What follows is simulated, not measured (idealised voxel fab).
process module | voxel self aligned vias
cross-section cut | 295 nm wide | cells 5 nm
A cross-section is a grid of square cells, given in bands from the top down. A band is one or more rows of cells.
Each band's line starts with the height of the band's top and of its bottom, in nm. Then come its materials from left to right, each with its width in nm. One material with "throughout" fills the band from edge to edge. "air" is empty space.
Height 0 is the level under which the wafer as received is all one material. The lowest band goes on downwards, as in "0 down".
A width such as "30 to 40" changes by the same amount from each row of cells to the next, from the band's top row to its bottom row.
"no change" after a step means that no cell of the cross-section changed.
closed voids: empty space of 8 cells or more with no open way to the top, each as width x height at its distance from the left edge, in nm
after a step's settings: what the simulator itself notes on the step
overlay nm, on a step with a mask: how far to the right of its planned place the mask lay; to the left if negative
plan
1 op RECEIVE | material Si
2 op CONFORMAL_DEP | material SiO2 | thk nm 15
3 op CONFORMAL_DEP | material SiCN | thk nm 5
4 op DIRECTIONAL_DEP | material SiO2 | thk nm 20
5 op PATTERN | tone open | mask id LINES | material resist | width nm 30 | pitch nm 65 | thk nm 20 | overlay nm 0
6 op DIRECTIONAL_ETCH | etch materials SiO2 | depth nm 20
7 op STRIP | etch materials resist
8 op CONFORMAL_DEP | material TiN | thk nm 5
9 op FILL_DEP | material Ru | thk nm 10
10 op CMP | height nm 40
11 op SELECTIVE_ETCH | etch materials W Ru TiN | depth nm 10
12 op FILL_DEP | material SiN | thk nm 10
13 op CMP | height nm 40
14 op DIRECTIONAL_DEP | material SiO2 | thk nm 15
15 op MASKED_ETCH | tone open | mask id VIAS | width nm 50 | etch materials SiO2 | depth nm 15 | overlay nm 0
16 op MASKED_ETCH | tone open | mask id VIAS | width nm 50 | etch materials SiN | depth nm 10 | overlay nm 0
17 op CONFORMAL_DEP | material TiN | thk nm 5
18 op FILL_DEP | material Ru | thk nm 5
19 op CMP | height nm 55
20 op CONFORMAL_DEP | material SiCN | thk nm 5
as received, after step 1
  0 down: Si throughout
  closed voids: none
first wafer at the end, as planned
  60 to 55: SiCN throughout
  55 to 45: SiO2 90 | TiN 5 | Ru 40 | TiN 5 | SiO2 155
  45 to 40: SiO2 90 | TiN 15 | Ru 20 | TiN 15 | SiO2 155
  40 to 35: SiO2 100 | TiN 5 | Ru 20 | TiN 5 | SiO2 35 | SiN 30 | SiO2 100
  35 to 30: SiO2 100 | TiN 30 | SiO2 35 | SiN 30 | SiO2 100
  30 to 25: SiO2 100 | TiN 5 | Ru 20 | TiN 5 | SiO2 35 | TiN 5 | Ru 20 | TiN 5 | SiO2 100
  25 to 20: SiO2 100 | TiN 30 | SiO2 35 | TiN 30 | SiO2 100
  20 to 15: SiCN throughout
  15 to 0: SiO2 throughout
  0 down: Si throughout
  closed voids: none
second wafer at the end: like start, like plan, one mistake
  60 to 55: SiCN throughout
  55 to 45: SiO2 90 | TiN 5 | Ru 40 | TiN 5 | SiO2 155
  45 to 40: SiO2 90 | TiN 15 | Ru 20 | TiN 15 | SiO2 155
  40 to 35: SiO2 100 | TiN 5 | Ru 20 | TiN 5 | SiO2 35 | SiN 30 | SiO2 100
  35 to 30: SiO2 100 | TiN 30 | SiO2 35 | SiN 30 | SiO2 100
  30 to 25: SiO2 100 | TiN 5 | Ru 20 | TiN 5 | SiO2 35 | TiN 5 | Ru 20 | TiN 5 | SiO2 100
  25 to 20: SiO2 100 | TiN 30 | SiO2 35 | TiN 30 | SiO2 100
  20 to 5: SiO2 throughout
  5 to 0: SiCN throughout
  0 down: Si throughout
  closed voids: none
what went wrong: steps 2 and 3 were swapped
at the end the second wafer has, in cells: as many of each material as the first, in other places
